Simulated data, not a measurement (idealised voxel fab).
process module | voxel gate over fins
cross-section cut | 220 nm wide | cells 5 nm
A cross-section is a grid of square cells, given in bands from the top down. A band is one or more rows of cells.
Each band's line starts with the height of the band's top and of its bottom, in nm. Then come its materials from left to right, each with its width in nm. One material with "throughout" fills the band from edge to edge. "air" is empty space.
Height 0 is the level under which the wafer as received is all one material. The lowest band goes on downwards, as in "0 down".
A width such as "30 to 40" changes by the same amount from each row of cells to the next, from the band's top row to its bottom row.
"no change" after a step means that no cell of the cross-section changed.
closed voids: empty space of 8 cells or more with no open way to the top, each as width x height at its distance from the left edge, in nm
after a step's settings: what the simulator itself notes on the step
overlay nm, on a step with a mask: how far to the right of its planned place the mask lay; to the left if negative
plan
1 op RECEIVE | material Si
2 op CONFORMAL_DEP | material SiN | thk nm 5
3 op MASKED_ETCH | tone cover | mask id FINS | width nm 15 | pitch nm 45 | etch materials SiN | depth nm 5 | overlay nm 0
4 op MASKED_ETCH | tone cover | mask id FINS | width nm 15 | pitch nm 45 | etch materials Si | depth nm 30 | overlay nm 0
5 op FILL_DEP | material SiO2 | thk nm 15
6 op CMP | height nm 5
7 op SELECTIVE_ETCH | etch materials SiO2 | depth nm 20
8 op STRIP | etch materials SiN
9 op CONFORMAL_DEP | material HfO2 | thk nm 5
10 op CONFORMAL_DEP | material TiN | thk nm 5
11 op FILL_DEP | material W | thk nm 15
12 op CMP | height nm 20
13 op CONFORMAL_DEP | material SiN | thk nm 5
as received, after step 1
  0 down: Si throughout
  closed voids: none
first wafer at the end, as planned
  25 to 20: SiN throughout
  20 to 10: W throughout
  10 to 5: W 25 | TiN 35 | W 10 | TiN 35 | W 10 | TiN 35 | W 10 | TiN 35 | W 25
  5 to 0: W 25 | TiN 5 | HfO2 25 | TiN 5 | W 10 | TiN 5 | HfO2 25 | TiN 5 | W 10 | TiN 5 | HfO2 25 | TiN 5 | W 10 | TiN 5 | HfO2 25 | TiN 5 | W 25
  0 to -5: W 25 | TiN 5 | HfO2 5 | Si 15 | HfO2 5 | TiN 5 | W 10 | TiN 5 | HfO2 5 | Si 15 | HfO2 5 | TiN 5 | W 10 | TiN 5 | HfO2 5 | Si 15 | HfO2 5 | TiN 5 | W 10 | TiN 5 | HfO2 5 | Si 15 | HfO2 5 | TiN 5 | W 25
  -5 to -10: TiN 30 | HfO2 5 | Si 15 | HfO2 5 | TiN 20 | HfO2 5 | Si 15 | HfO2 5 | TiN 20 | HfO2 5 | Si 15 | HfO2 5 | TiN 20 | HfO2 5 | Si 15 | HfO2 5 | TiN 30
  -10 to -15: HfO2 35 | Si 15 | HfO2 30 | Si 15 | HfO2 30 | Si 15 | HfO2 30 | Si 15 | HfO2 35
  -15 to -30: SiO2 35 | Si 15 | SiO2 30 | Si 15 | SiO2 30 | Si 15 | SiO2 30 | Si 15 | SiO2 35
  -30 down: Si throughout
  closed voids: none
second wafer at the end: like start, like plan, one mistake
  25 to 20: SiN throughout
  20 to 10: W throughout
  10 to 5: W 25 | TiN 35 | W 10 | TiN 35 | W 10 | TiN 35 | W 10 | TiN 35 | W 25
  5 to 0: W 25 | TiN 5 | HfO2 25 | TiN 5 | W 10 | TiN 5 | HfO2 25 | TiN 5 | W 10 | TiN 5 | HfO2 25 | TiN 5 | W 10 | TiN 5 | HfO2 25 | TiN 5 | W 25
  0 to -5: W 25 | TiN 5 | HfO2 5 | Si 15 | HfO2 5 | TiN 5 | W 10 | TiN 5 | HfO2 5 | Si 15 | HfO2 5 | TiN 5 | W 10 | TiN 5 | HfO2 5 | Si 15 | HfO2 5 | TiN 5 | W 10 | TiN 5 | HfO2 5 | Si 15 | HfO2 5 | TiN 5 | W 25
  -5 to -10: TiN 30 | HfO2 5 | Si 15 | HfO2 5 | TiN 5 | W 10 | TiN 5 | HfO2 5 | Si 15 | HfO2 5 | TiN 5 | W 10 | TiN 5 | HfO2 5 | Si 15 | HfO2 5 | TiN 5 | W 10 | TiN 5 | HfO2 5 | Si 15 | HfO2 5 | TiN 30
  -10 to -15: HfO2 20 | TiN 10 | HfO2 5 | Si 15 | HfO2 5 | TiN 20 | HfO2 5 | Si 15 | HfO2 5 | TiN 20 | HfO2 5 | Si 15 | HfO2 5 | TiN 20 | HfO2 5 | Si 15 | HfO2 5 | TiN 10 | HfO2 20
  -15 to -20: SiO2 15 | HfO2 20 | Si 15 | HfO2 30 | Si 15 | HfO2 30 | Si 15 | HfO2 30 | Si 15 | HfO2 20 | SiO2 15
  -20 to -30: SiO2 35 | Si 15 | SiO2 30 | Si 15 | SiO2 30 | Si 15 | SiO2 30 | Si 15 | SiO2 35
  -30 down: Si throughout
  closed voids: none
what went wrong: steps 7 and 8 were swapped
at the end the second wafer has, in cells: 10 more of HfO2 | 26 fewer of SiO2 | 10 more of TiN | 6 more of W
